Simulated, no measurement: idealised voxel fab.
The following process module bears the name voxel gate over fins.
Cross-sectional view cut (width: 230 nm; square cell size: 5 nm).
Heads up, the way a cross-section reads in here is a grid of square cells, handed over as bands from the top down, with every band being one or more rows of cells.
In this notation a band is specified by the heights of its top and bottom, in that order and in nm, after which its materials appear from left to right, each paired with its width in nm. The word "everywhere" attached to a single material means that material fills the band from edge to edge; the word "air" stands for empty space.
Heights are expressed relative to 0, this being the level below which the as-received wafer comprises one material exclusively. The lowest band is unbounded in the downward direction and is denoted as in "0 down".
Per-row width for "30->40": begins at first number (top row of band), ends at second number (bottom row), increment between rows held constant.
When a step is marked "left unchanged", none of the cells in the cross-section changed during that step.
Heads up: "Closed void inventory" only lists the empty pockets with no open path to the top that are 8 cells or more, and it writes them as width x height at distance, distance from the left edge, in nm.
Formally, on a step line, whatever follows the settings is a remark that the simulator itself makes on the step.
The setting "overlay nm" may be written on the line of a step. When the step uses a mask, the value reports how far to the right of the planned place the mask lay, and a negative value reports that it lay to the left.
-- Process steps (planned)
1 RECEIVE: material Si
2 CONFORMAL_DEP: material SiN, thk nm 10
3 MASKED_ETCH: tone cover, mask id FINS, width nm 15, pitch nm 40, etch materials SiN, depth nm 10, overlay nm 0
4 MASKED_ETCH: tone cover, mask id FINS, width nm 15, pitch nm 40, etch materials Si, depth nm 30, overlay nm 0
5 OXIDIZE: depth nm 5
6 FILL_DEP: material SiO2, thk nm 5
7 CMP: height nm 10
8 SELECTIVE_ETCH: etch materials SiO2, depth nm 25
9 STRIP: etch materials SiN
10 CONFORMAL_DEP: material HfO2, thk nm 5
11 CONFORMAL_DEP: material TiN, thk nm 5
12 FILL_DEP: material W, thk nm 10
13 CMP: height nm 15
14 CONFORMAL_DEP: material SiCN, thk nm 10
-- Cross-section, incoming material, after step 1
> 0 down | Si everywhere
> Closed void inventory: none
-- Same starting wafer, same plan as above, one mistake in the execution; this is the cross-section at the end of the module
> 25 to 15 | SiCN everywhere
> 15 to 10 | W everywhere
> 10 to 5 | TiN 90; W 5; TiN 35; W 5; TiN 95
> 5 to 0 | HfO2 85; TiN 15; HfO2 25; TiN 15; HfO2 90
> 0 to -5 | Si 80; HfO2 25; Si 15; HfO2 25; Si 85
> -5 down | Si everywhere
> Closed void inventory: none
Heads up, the wafer didn't run the way we planned it: the process deviated at step 3: the operation and settings actually run there were MASKED_ETCH: tone open, mask id FINS, width nm 15, pitch nm 40, etch materials SiN, depth nm 10, overlay nm 0
